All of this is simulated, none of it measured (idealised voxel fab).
process module | voxel released beams
cross-section cut | 220 nm wide | cells 5 nm
A cross-section is a grid of square cells, given in bands from the top down. A band is one or more rows of cells.
Each band's line starts with the height of the band's top and of its bottom, in nm. Then come its materials from left to right, each with its width in nm. One material with "throughout" fills the band from edge to edge. "air" is empty space.
Height 0 is the level under which the wafer as received is all one material. The lowest band goes on downwards, as in "0 down".
A width such as "30 to 40" changes by the same amount from each row of cells to the next, from the band's top row to its bottom row.
"no change" after a step means that no cell of the cross-section changed.
closed voids: empty space of 8 cells or more with no open way to the top, each as width x height at its distance from the left edge, in nm
after a step's settings: what the simulator itself notes on the step
overlay nm, on a step with a mask: how far to the right of its planned place the mask lay; to the left if negative
plan
1 op RECEIVE | material Si
2 op CONFORMAL_DEP | material Al2O3 | thk nm 10
3 op DIRECTIONAL_DEP | material SiO2 | thk nm 10
4 op DIRECTIONAL_DEP | material aC | thk nm 15
5 op PATTERN | tone open | mask id ANCHOR | material resist | width nm 35 | thk nm 30 | overlay nm 0
6 op DIRECTIONAL_ETCH | etch materials aC | depth nm 15
7 op STRIP | etch materials resist
8 op DIRECTIONAL_ETCH | etch materials SiO2 | depth nm 10
9 op STRIP | etch materials aC
10 op CONFORMAL_DEP | material W | thk nm 10
11 op MASKED_ETCH | tone cover | mask id BEAM | width nm 110 | etch materials W | depth nm 10 | overlay nm 0
12 op STRIP | etch materials SiO2
as received, after step 1
  0 down: Si throughout
  closed voids: none
a wafer at the end: this start, this plan, one mistake
  0 down: Si throughout
  closed voids: none
what went wrong: step 2 ran as: op CONFORMAL_DEP | material SiO2 | thk nm 10
